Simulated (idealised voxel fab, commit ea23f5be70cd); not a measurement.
Module name: voxel tone inversion (process module)
We display cut, a cross-section 300 nm in width whose square cells are each 5 nm.
In this document a cross-section is written as a grid of square cells. It is given as a series of bands, listed from the top down, and a band is one or more rows of cells. Basically the band line says how high the top is and how high the bottom is, in nm, and then what's in it from left to right, every material with its width in nm. Empty space shows up as "air", and if a single material carries "all across" it runs the full band edge to edge. Where do heights start? At 0: under that level the wafer as delivered is made of one material only. And the lowest band has no floor; it just carries on downward, as in "0 and below". Think of "30 to 40" as a width that walks from the first number to the second as you go down the band, top row to bottom row, taking equal-sized steps from row to row. Key: "no change" - step with no changed cell in the cross-section. In "Fully sealed voids" the enclosed voids are listed, meaning empty spaces of 8 cells or larger without any opening to the top. The form is width x height at distance, distance from the left edge, units nm. Note: text after step settings on the step line = simulator remark on that step. What "overlay nm" on a step's line means: if the step has a mask, that mask lay this far to the right of its planned place, or, when the value is negative, to the left.
# Set out below are the planned steps of the process
1 RECEIVE | material Si
2 CONFORMAL_DEP | material SiCN | thk nm 5
3 DIRECTIONAL_DEP | material polySi | thk nm 15
4 PATTERN | tone cover | mask id POSTS | material resist | width nm 20 | pitch nm 40 | thk nm 25 | overlay nm 0
5 DIRECTIONAL_ETCH | etch materials polySi | depth nm 15
6 STRIP | etch materials resist
7 FILL_DEP | material SiO2 | thk nm 5
8 CMP | height nm 20
9 STRIP | etch materials polySi
# The first of two wafers, run as planned
# Wafer at receipt (post step 1), cross-section
> 0 and below | Si all across
> Fully sealed voids: none
# after step 2
> 5 down to 0 | SiCN all across
> Rest of section, below 0: as before.
# after step 3
> 20 down to 5 | polySi all across
> Rest of section, below 5: as before.
# after step 4
> 45 down to 20 | air=120  resist=20  air=20  resist=20  air=120
> Rest of section, below 20: as before.
# after step 5
> 45 down to 20 | air=120  resist=20  air=20  resist=20  air=120
> 20 down to 5 | air=120  polySi=20  air=20  polySi=20  air=120
> Rest of section, below 5: as before.
# after step 6
> 20 down to 5 | air=120  polySi=20  air=20  polySi=20  air=120
> Rest of section, below 5: as before.
# after step 7
> 25 down to 20 | SiO2 all across
> 20 down to 5 | SiO2=120  polySi=20  SiO2=20  polySi=20  SiO2=120
> Rest of section, below 5: as before.
# after step 8
> 20 down to 5 | SiO2=120  polySi=20  SiO2=20  polySi=20  SiO2=120
> Rest of section, below 5: as before.
# after step 9
> 20 down to 5 | SiO2=120  air=20  SiO2=20  air=20  SiO2=120
> Rest of section, below 5: as before.
# Second Wafer (Identical Start and Plan, One Processing Error; Matches First Wafer Through Step 3)
# Cross-section, second wafer, at the end time the plan gives for step 4
> 45 down to 20 | resist=120  air=20  resist=20  air=20  resist=120
> Rest of section, below 20: as before.
# Cross-section, second wafer, at the end time the plan gives for step 5
> 45 down to 20 | resist=120  air=20  resist=20  air=20  resist=120
> 20 down to 5 | polySi=120  air=20  polySi=20  air=20  polySi=120
> Rest of section, below 5: as before.
# Cross-section, second wafer, at the end time the plan gives for step 6
> 20 down to 5 | polySi=120  air=20  polySi=20  air=20  polySi=120
> Rest of section, below 5: as before.
# Cross-section, second wafer, at the end time the plan gives for step 7
> 25 down to 20 | SiO2 all across
> 20 down to 5 | polySi=120  SiO2=20  polySi=20  SiO2=20  polySi=120
> Rest of section, below 5: as before.
# Cross-section, second wafer, at the end time the plan gives for step 8
> 20 down to 5 | polySi=120  SiO2=20  polySi=20  SiO2=20  polySi=120
> Rest of section, below 5: as before.
# Cross-section, second wafer, at the end time the plan gives for step 9
> 20 down to 5 | air=120  SiO2=20  air=20  SiO2=20  air=120
> Rest of section, below 5: as before.
Heads up, the wafer didn't run the way we planned it: step 4 ran as: PATTERN | tone open | mask id POSTS | material resist | width nm 20 | pitch nm 40 | thk nm 25 | overlay nm 0
Heads up, by the end the second wafer has more or fewer cells of some materials compared to the first: SiO2: 132 fewer
